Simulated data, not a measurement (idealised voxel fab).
Process module under the name voxel capacitor over wiring
Cross-section cut: width 260 nm, square cells of 5 nm.
Throughout this document, each cross-section is represented as a grid of square cells and is presented as a sequence of bands enumerated from the top downward, where a band comprises one or more rows of cells.
Band: top and bottom heights (nm) first, top before bottom; then materials from left to right, widths in nm. "edge to edge" marks a sole material filling the band edge to edge. "empty" denotes empty space.
The reference from which all heights are counted is 0, the level beneath which the as-received wafer is entirely one material; the lowest band, having no lower bound, proceeds downward and is written after the example "0 down".
When a width is written as two numbers, as in "30..40", the first number is the width in the top row of cells of the band and the second is the width in its bottom row, and the width changes by the same amount from each row to the next.
The designation "identical to before", where it is given for a processing step, indicates that no cell of the cross-section was altered in the course of that step.
Heads up: "Trapped void list" only lists the empty pockets with no open path to the top that are 8 cells or more, and it writes them as width x height at distance, distance from the left edge, in nm.
What comes after the settings on a step's line is commentary from the simulator itself on that step.
overlay nm: how far to the right of its planned place the mask lay on this masked step (negative: to the left).

### Below is the list of planned process steps
1 RECEIVE, material Si
2 CONFORMAL_DEP, material SiO2, thk nm 15
3 DIRECTIONAL_DEP, material TiN, thk nm 5
4 DIRECTIONAL_DEP, material W, thk nm 25
5 DIRECTIONAL_DEP, material aC, thk nm 10
6 PATTERN, tone cover, mask id METAL_1, material resist, width nm 20, pitch nm 85, thk nm 25, overlay nm 0
7 DIRECTIONAL_ETCH, etch materials aC, depth nm 10
8 STRIP, etch materials resist
9 DIRECTIONAL_ETCH, etch materials W, depth nm 25
10 DIRECTIONAL_ETCH, etch materials TiN, depth nm 5
11 STRIP, etch materials aC
12 CONFORMAL_DEP, material SiN, thk nm 5
13 FILL_DEP, material SiO2, thk nm 5
14 CMP, height nm 45
15 CONFORMAL_DEP, material SiCN, thk nm 5
16 DIRECTIONAL_DEP, material lowk, thk nm 10
17 MASKED_ETCH, tone open, mask id PLUG_1, width nm 15, etch materials lowk, depth nm 10, overlay nm 0
18 MASKED_ETCH, tone open, mask id PLUG_1, width nm 15, etch materials SiCN, depth nm 5, overlay nm 0
19 CONFORMAL_DEP, material TiN, thk nm 5
20 FILL_DEP, material Cu, thk nm 10
21 CMP, height nm 60
22 DIRECTIONAL_DEP, material TiN, thk nm 10
23 DIRECTIONAL_DEP, material HfO2, thk nm 5
24 DIRECTIONAL_DEP, material TiN, thk nm 5
25 DIRECTIONAL_DEP, material aC, thk nm 15
26 PATTERN, tone cover, mask id UPPER_PLATE, material resist, width nm 70, thk nm 35, overlay nm 0
27 DIRECTIONAL_ETCH, etch materials aC, depth nm 15
28 STRIP, etch materials resist
29 DIRECTIONAL_ETCH, etch materials TiN, depth nm 5
30 DIRECTIONAL_ETCH, etch materials HfO2, depth nm 5
31 STRIP, etch materials aC
32 MASKED_ETCH, tone cover, mask id LOWER_PLATE, width nm 80, etch materials TiN, depth nm 10, overlay nm 0
33 FILL_DEP, material SiO2, thk nm 20
34 CMP, height nm 95
35 PATTERN, tone open, mask id PLUG_2, material resist, width nm 15, thk nm 15, overlay nm 0
36 DIRECTIONAL_ETCH, etch materials SiO2, depth nm 15
37 STRIP, etch materials resist
38 CONFORMAL_DEP, material TiN, thk nm 5
39 FILL_DEP, material Cu, thk nm 5
40 CMP, height nm 95
41 CONFORMAL_DEP, material SiN, thk nm 5

### As-received state of the wafer in cross-section, equivalent to post-step 1
> 0 down | Si edge to edge
> Trapped void list: none

### End state of the module in cross-section, given the above starting point and plan and one mistake in execution
> 100 to 95 | SiN edge to edge
> 95 to 85 | SiO2 90 / TiN 5 / Cu 5 / TiN 5 / SiO2 155
> 85 to 75 | SiO2 90..80 / TiN 15..70 / SiO2 155..110
> 75 to 70 | SiO2 80 / HfO2 70 / SiO2 110
> 70 to 60 | SiO2 75 / TiN 85 / SiO2 100
> 60 to 50 | lowk 80 / TiN 5 / Cu 5 / TiN 5 / lowk 165
> 50 to 45 | SiCN 80 / TiN 15 / SiCN 165
> 45 to 20 | SiO2 70 / SiN 5 / W 20 / SiN 5 / SiO2 55 / SiN 5 / W 20 / SiN 5 / SiO2 75
> 20 to 15 | SiN 75 / TiN 20 / SiN 65 / TiN 20 / SiN 80
> 15 to 0 | SiO2 edge to edge
> 0 down | Si edge to edge
> Trapped void list: none
Against the plan, the run slipped here: planned and actual differ for step 32; actual: MASKED_ETCH, tone cover, mask id LOWER_PLATE, width nm 85, etch materials TiN, depth nm 10, overlay nm 0
